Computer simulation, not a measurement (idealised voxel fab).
process module | voxel air gaps
cross-section cut | 250 nm wide | cells 5 nm
A cross-section is a grid of square cells, given in bands from the top down. A band is one or more rows of cells.
Each band's line starts with the height of the band's top and of its bottom, in nm. Then come its materials from left to right, each with its width in nm. One material with "throughout" fills the band from edge to edge. "air" is empty space.
Height 0 is the level under which the wafer as received is all one material. The lowest band goes on downwards, as in "0 down".
A width such as "30 to 40" changes by the same amount from each row of cells to the next, from the band's top row to its bottom row.
"no change" after a step means that no cell of the cross-section changed.
closed voids: empty space of 8 cells or more with no open way to the top, each as width x height at its distance from the left edge, in nm
after a step's settings: what the simulator itself notes on the step
overlay nm, on a step with a mask: how far to the right of its planned place the mask lay; to the left if negative
plan
1 op RECEIVE | material Si
2 op CONFORMAL_DEP | material SiO2 | thk nm 15
3 op CONFORMAL_DEP | material SiCN | thk nm 5
4 op DIRECTIONAL_DEP | material SiO2 | thk nm 30
5 op MASKED_ETCH | tone open | mask id LINES | width nm 20 | pitch nm 50 | etch materials SiO2 | depth nm 30 | overlay nm 0
6 op CONFORMAL_DEP | material TiN | thk nm 5
7 op FILL_DEP | material W | thk nm 10
8 op CMP | height nm 50
9 op EPI | material Ru | thk nm 10
10 op SELECTIVE_ETCH | etch materials SiO2 | depth nm 40
11 op CONFORMAL_DEP | material SiCN | thk nm 5
first wafer, as planned
as received, after step 1
  0 down: Si throughout
  closed voids: none
after step 2
  15 to 0: SiO2 throughout
  below 0: unchanged
after step 3
  20 to 15: SiCN throughout
  below 15: unchanged
after step 4
  50 to 20: SiO2 throughout
  below 20: unchanged
after step 5
  50 to 20: SiO2 40 | air 20 | SiO2 30 | air 20 | SiO2 30 | air 20 | SiO2 30 | air 20 | SiO2 40
  below 20: unchanged
after step 6
  55 to 50: TiN 45 | air 10 | TiN 40 | air 10 | TiN 40 | air 10 | TiN 40 | air 10 | TiN 45
  50 to 25: SiO2 40 | TiN 5 | air 10 | TiN 5 | SiO2 30 | TiN 5 | air 10 | TiN 5 | SiO2 30 | TiN 5 | air 10 | TiN 5 | SiO2 30 | TiN 5 | air 10 | TiN 5 | SiO2 40
  25 to 20: SiO2 40 | TiN 20 | SiO2 30 | TiN 20 | SiO2 30 | TiN 20 | SiO2 30 | TiN 20 | SiO2 40
  below 20: unchanged
after step 7
  65 to 55: W throughout
  55 to 50: TiN 45 | W 10 | TiN 40 | W 10 | TiN 40 | W 10 | TiN 40 | W 10 | TiN 45
  50 to 25: SiO2 40 | TiN 5 | W 10 | TiN 5 | SiO2 30 | TiN 5 | W 10 | TiN 5 | SiO2 30 | TiN 5 | W 10 | TiN 5 | SiO2 30 | TiN 5 | W 10 | TiN 5 | SiO2 40
  below 25: unchanged
after step 8
  50 to 25: SiO2 40 | TiN 5 | W 10 | TiN 5 | SiO2 30 | TiN 5 | W 10 | TiN 5 | SiO2 30 | TiN 5 | W 10 | TiN 5 | SiO2 30 | TiN 5 | W 10 | TiN 5 | SiO2 40
  below 25: unchanged
after step 9
  60 to 50: air 30 | Ru 40 | air 10 | Ru 40 | air 10 | Ru 40 | air 10 | Ru 40 | air 30
  below 50: unchanged
after step 10
  60 to 50: air 30 | Ru 40 | air 10 | Ru 40 | air 10 | Ru 40 | air 10 | Ru 40 | air 30
  50 to 25: air 40 | TiN 5 | W 10 | TiN 5 | air 30 | TiN 5 | W 10 | TiN 5 | air 30 | TiN 5 | W 10 | TiN 5 | air 30 | TiN 5 | W 10 | TiN 5 | air 40
  25 to 20: air 40 | TiN 20 | air 30 | TiN 20 | air 30 | TiN 20 | air 30 | TiN 20 | air 40
  below 20: unchanged
after step 11
  65 to 60: air 25 | SiCN 200 | air 25
  60 to 50: air 25 | SiCN 5 | Ru 40 | SiCN 10 | Ru 40 | SiCN 10 | Ru 40 | SiCN 10 | Ru 40 | SiCN 5 | air 25
  50 to 45: air 25 | SiCN 15 | TiN 5 | W 10 | TiN 5 | SiCN 30 | TiN 5 | W 10 | TiN 5 | SiCN 30 | TiN 5 | W 10 | TiN 5 | SiCN 30 | TiN 5 | W 10 | TiN 5 | SiCN 15 | air 25
  45 to 25: air 35 | SiCN 5 | TiN 5 | W 10 | TiN 5 | SiCN 5 | air 20 | SiCN 5 | TiN 5 | W 10 | TiN 5 | SiCN 5 | air 20 | SiCN 5 | TiN 5 | W 10 | TiN 5 | SiCN 5 | air 20 | SiCN 5 | TiN 5 | W 10 | TiN 5 | SiCN 5 | air 35
  25 to 20: SiCN 40 | TiN 20 | SiCN 30 | TiN 20 | SiCN 30 | TiN 20 | SiCN 30 | TiN 20 | SiCN 40
  below 20: unchanged
  closed voids: 20 x 20 at 65; 20 x 20 at 115; 20 x 20 at 165
second wafer: like start, like plan, one mistake. Through step 4 it matches the first wafer
when step 5 should have ended
  50 to 20: SiO2 35 | air 30 | SiO2 20 | air 30 | SiO2 20 | air 30 | SiO2 20 | air 30 | SiO2 35
  below 20: unchanged
when step 6 should have ended
  55 to 50: TiN 40 | air 20 | TiN 30 | air 20 | TiN 30 | air 20 | TiN 30 | air 20 | TiN 40
  50 to 25: SiO2 35 | TiN 5 | air 20 | TiN 5 | SiO2 20 | TiN 5 | air 20 | TiN 5 | SiO2 20 | TiN 5 | air 20 | TiN 5 | SiO2 20 | TiN 5 | air 20 | TiN 5 | SiO2 35
  25 to 20: SiO2 35 | TiN 30 | SiO2 20 | TiN 30 | SiO2 20 | TiN 30 | SiO2 20 | TiN 30 | SiO2 35
  below 20: unchanged
when step 7 should have ended
  65 to 55: W throughout
  55 to 50: TiN 40 | W 20 | TiN 30 | W 20 | TiN 30 | W 20 | TiN 30 | W 20 | TiN 40
  50 to 25: SiO2 35 | TiN 5 | W 20 | TiN 5 | SiO2 20 | TiN 5 | W 20 | TiN 5 | SiO2 20 | TiN 5 | W 20 | TiN 5 | SiO2 20 | TiN 5 | W 20 | TiN 5 | SiO2 35
  below 25: unchanged
when step 8 should have ended
  50 to 25: SiO2 35 | TiN 5 | W 20 | TiN 5 | SiO2 20 | TiN 5 | W 20 | TiN 5 | SiO2 20 | TiN 5 | W 20 | TiN 5 | SiO2 20 | TiN 5 | W 20 | TiN 5 | SiO2 35
  below 25: unchanged
when step 9 should have ended
  60 to 50: air 25 | Ru 200 | air 25
  below 50: unchanged
when step 10 should have ended
  60 to 50: air 25 | Ru 200 | air 25
  50 to 25: air 35 | TiN 5 | W 20 | TiN 5 | SiO2 20 | TiN 5 | W 20 | TiN 5 | SiO2 20 | TiN 5 | W 20 | TiN 5 | SiO2 20 | TiN 5 | W 20 | TiN 5 | air 35
  25 to 20: air 35 | TiN 30 | SiO2 20 | TiN 30 | SiO2 20 | TiN 30 | SiO2 20 | TiN 30 | air 35
  below 20: unchanged
when step 11 should have ended
  65 to 60: air 20 | SiCN 210 | air 20
  60 to 50: air 20 | SiCN 5 | Ru 200 | SiCN 5 | air 20
  50 to 45: air 20 | SiCN 15 | TiN 5 | W 20 | TiN 5 | SiO2 20 | TiN 5 | W 20 | TiN 5 | SiO2 20 | TiN 5 | W 20 | TiN 5 | SiO2 20 | TiN 5 | W 20 | TiN 5 | SiCN 15 | air 20
  45 to 25: air 30 | SiCN 5 | TiN 5 | W 20 | TiN 5 | SiO2 20 | TiN 5 | W 20 | TiN 5 | SiO2 20 | TiN 5 | W 20 | TiN 5 | SiO2 20 | TiN 5 | W 20 | TiN 5 | SiCN 5 | air 30
  25 to 20: SiCN 35 | TiN 30 | SiO2 20 | TiN 30 | SiO2 20 | TiN 30 | SiO2 20 | TiN 30 | SiCN 35
  below 20: unchanged
what went wrong: step 5 ran as: op MASKED_ETCH | tone open | mask id LINES | width nm 30 | pitch nm 50 | etch materials SiO2 | depth nm 30 | overlay nm 0
at the end the second wafer has, in cells: 16 more of Ru | 72 fewer of SiCN | 72 more of SiO2 | 8 more of TiN | 40 more of W
closed voids at the end (first wafer, second wafer): 3, 0
